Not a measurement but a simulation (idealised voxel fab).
The following is a process module called voxel wiring stack.
Xsec cut, 170 nm wide, square cell size 5 nm.
Think of the cross-section as a grid of square cells. We describe it in bands, top to bottom, and each band covers one or more rows of those cells. A band entry consists of two parts. The first gives the height of the band's top and the height of its bottom, in nm. The rest lists the band's materials from left to right, each with its width in nm. A single material labelled with the word "everywhere" fills the band from edge to edge, and the word "blank" marks empty space. We count height from 0. Below that, the starting wafer is all one material. The lowest band never ends at the bottom but goes on down; see "top 0, no bottom" for how that is written. Read "30..40" as a graded width: first number on top, second number at the bottom, same change between each pair of neighbouring rows. "all unchanged" -> step changed no cross-section cell. "Closed void table" contains a list of empty spaces, each no smaller than 8 cells and without an open way to the top, written in the form width x height at distance with the distance from the left edge and all three in nm. If you see something after the settings on a step's line, that's the simulator's own remark about that step. You can add "overlay nm" to a step's line. For a step with a mask, it describes how far the mask lay to the right of its planned position, and a negative number describes a lay to the left.

Steps in the process plan
1 RECEIVE: material Si
2 CONFORMAL_DEP: material SiO2, thk nm 10
3 DIRECTIONAL_DEP: material TiN, thk nm 5
4 DIRECTIONAL_DEP: material W, thk nm 20
5 PATTERN: tone cover, mask id METAL_1, material resist, width nm 20, pitch nm 35, thk nm 15, overlay nm 0
6 DIRECTIONAL_ETCH: etch materials W, depth nm 20
7 DIRECTIONAL_ETCH: etch materials TiN, depth nm 5
8 STRIP: etch materials resist
9 CONFORMAL_DEP: material SiN, thk nm 5
10 FILL_DEP: material lowk, thk nm 10
11 CMP: height nm 35
12 CONFORMAL_DEP: material SiCN, thk nm 5
13 DIRECTIONAL_DEP: material SiO2, thk nm 10
14 DIRECTIONAL_DEP: material aC, thk nm 10
15 PATTERN: tone open, mask id PLUG_1, material resist, width nm 15, pitch nm 35, thk nm 25, overlay nm 0
16 DIRECTIONAL_ETCH: etch materials aC, depth nm 10
17 STRIP: etch materials resist
18 DIRECTIONAL_ETCH: etch materials SiO2, depth nm 10
19 DIRECTIONAL_ETCH: etch materials SiCN, depth nm 5
20 STRIP: etch materials aC
21 CONFORMAL_DEP: material TiN, thk nm 5
22 FILL_DEP: material Ru, thk nm 5
23 CMP: height nm 50
24 DIRECTIONAL_DEP: material TiN, thk nm 5
25 DIRECTIONAL_DEP: material Ru, thk nm 15
26 MASKED_ETCH: tone cover, mask id METAL_2, width nm 20, pitch nm 35, etch materials Ru, depth nm 15, overlay nm 0
27 MASKED_ETCH: tone cover, mask id METAL_2, width nm 20, pitch nm 35, etch materials TiN, depth nm 5, overlay nm 0
28 FILL_DEP: material SiO2, thk nm 5
29 CMP: height nm 70
30 CONFORMAL_DEP: material SiCN, thk nm 5
31 DIRECTIONAL_DEP: material SiO2, thk nm 20
32 DIRECTIONAL_DEP: material aC, thk nm 15
33 PATTERN: tone open, mask id PLUG_2, material resist, width nm 15, pitch nm 35, thk nm 35, overlay nm 0
34 DIRECTIONAL_ETCH: etch materials aC, depth nm 15
35 STRIP: etch materials resist
36 DIRECTIONAL_ETCH: etch materials SiO2, depth nm 20
37 DIRECTIONAL_ETCH: etch materials SiCN, depth nm 5
38 STRIP: etch materials aC
39 CONFORMAL_DEP: material TiN, thk nm 5
40 FILL_DEP: material Ru, thk nm 5
41 CMP: height nm 95
42 DIRECTIONAL_DEP: material TiN, thk nm 5
43 DIRECTIONAL_DEP: material W, thk nm 15
44 MASKED_ETCH: tone cover, mask id METAL_3, width nm 20, pitch nm 35, etch materials W, depth nm 5, overlay nm 0
45 MASKED_ETCH: tone cover, mask id METAL_3, width nm 20, pitch nm 35, etch materials TiN, depth nm 5, overlay nm 0
46 FILL_DEP: material SiO2, thk nm 10
47 CMP: height nm 115
48 CONFORMAL_DEP: material SiN, thk nm 5
Same starting wafers, different depth nm at step 44. Plan value belongs to the first wafer.

The as-received cross-section of the first of several wafers corresponds to the state after step 1
	top 0, no bottom | Si everywhere
	Closed void table: none

Here is how to read the rows: every wafer has a row, and it shows the wafer at the end of the module, giving for each material how many cells were gained (+) or lost (-) since the wafer was received, then listing its closed voids
depth nm 5; +36 Ru; +56 SiCN; +76 SiN; +366 SiO2; +86 TiN; +108 W; +88 lowk; Closed void table: none
depth nm 10; +36 Ru; +56 SiCN; +76 SiN; +392 SiO2; +86 TiN; +82 W; +88 lowk; Closed void table: none
depth nm 15; +36 Ru; +56 SiCN; +76 SiN; +444 SiO2; +60 TiN; +56 W; +88 lowk; Closed void table: none
depth nm 20; +36 Ru; +56 SiCN; +76 SiN; +444 SiO2; +60 TiN; +56 W; +88 lowk; Closed void table: none
depth nm 25; +36 Ru; +56 SiCN; +76 SiN; +444 SiO2; +60 TiN; +56 W; +88 lowk; Closed void table: none
depth nm 30; +36 Ru; +56 SiCN; +76 SiN; +444 SiO2; +60 TiN; +56 W; +88 lowk; Closed void table: none
